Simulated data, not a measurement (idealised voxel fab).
The document below concerns the process module designated voxel ribs on slabs.
Square cell edge 5 nm, section width 185 nm, ID cut.
A cross-section in this document is a grid of square cells, and it is written down as bands, the top band listed before the ones below it; a band is made up of one or more rows of cells. For a band, the entry starts with two heights in nm, that of the top and then that of the bottom, and carries on with the band's materials in order from left to right, each alongside its width in nm; the word "throughout" beside a single material means it fills the band edge to edge, and "empty" means empty space. Heights from 0 (as-received wafer is one material below). Bottom band endless downward, as "0 -> down". Width: "30..40" (first number = top row, second number = bottom row, same change from row to row of cells). What does "remains unaltered" mean for a step? It means no cell of the cross-section changed in that step. Listed in "Enclosed void list": every empty space of 8 or more cells without an open way to the top. Form: width x height at distance, the distance being from the left edge, all in nm. Formally, on a step line, whatever follows the settings is a remark that the simulator itself makes on the step. overlay nm: step with mask; distance mask lay right of planned place; negative value = left of planned place.
### Below is the list of planned process steps
1,RECEIVE with material Si
2,DIRECTIONAL_DEP with material SiO2, thk nm 20
3,DIRECTIONAL_DEP with material polySi, thk nm 15
4,MASKED_ETCH with tone cover, mask id RIB, width nm 15, etch materials polySi, depth nm 5, overlay nm 0
5,MASKED_ETCH with tone cover, mask id SLAB, width nm 55, etch materials polySi, depth nm 10, overlay nm 0
6,FILL_DEP with material SiO2, thk nm 20
7,CMP with height nm 45
8,DIRECTIONAL_DEP with material TiN, thk nm 5
9,DIRECTIONAL_DEP with material aC, thk nm 10
10,PATTERN with tone cover, mask id HEATER, material resist, width nm 15, thk nm 30, overlay nm 0
11,DIRECTIONAL_ETCH with etch materials aC, depth nm 10
12,STRIP with etch materials resist
13,DIRECTIONAL_ETCH with etch materials TiN, depth nm 5
14,STRIP with etch materials aC
15,CONFORMAL_DEP with material SiN, thk nm 5
For clarity, it should be stated that the wafers under discussion commence in an identical condition and differ with respect to the width nm of step 10, the plan indicating the value that the first wafer had.
### Cross-section: the first of several wafers in its as-received state, i.e. following step 1
> 0 -> down = Si throughout
> Enclosed void list: none
### Where each wafer stands at the end of the module, a row apiece: cells of each material gained (+) or lost (-) since it was received, then closed voids
width nm 15 | +39 SiN | +308 SiO2 | +3 TiN | +25 polySi | Enclosed void list: none
width nm 20 | +39 SiN | +308 SiO2 | +4 TiN | +25 polySi | Enclosed void list: none
width nm 25 | +39 SiN | +308 SiO2 | +5 TiN | +25 polySi | Enclosed void list: none
width nm 30 | +39 SiN | +308 SiO2 | +6 TiN | +25 polySi | Enclosed void list: none
width nm 35 | +39 SiN | +308 SiO2 | +7 TiN | +25 polySi | Enclosed void list: none
width nm 40 | +39 SiN | +308 SiO2 | +8 TiN | +25 polySi | Enclosed void list: none
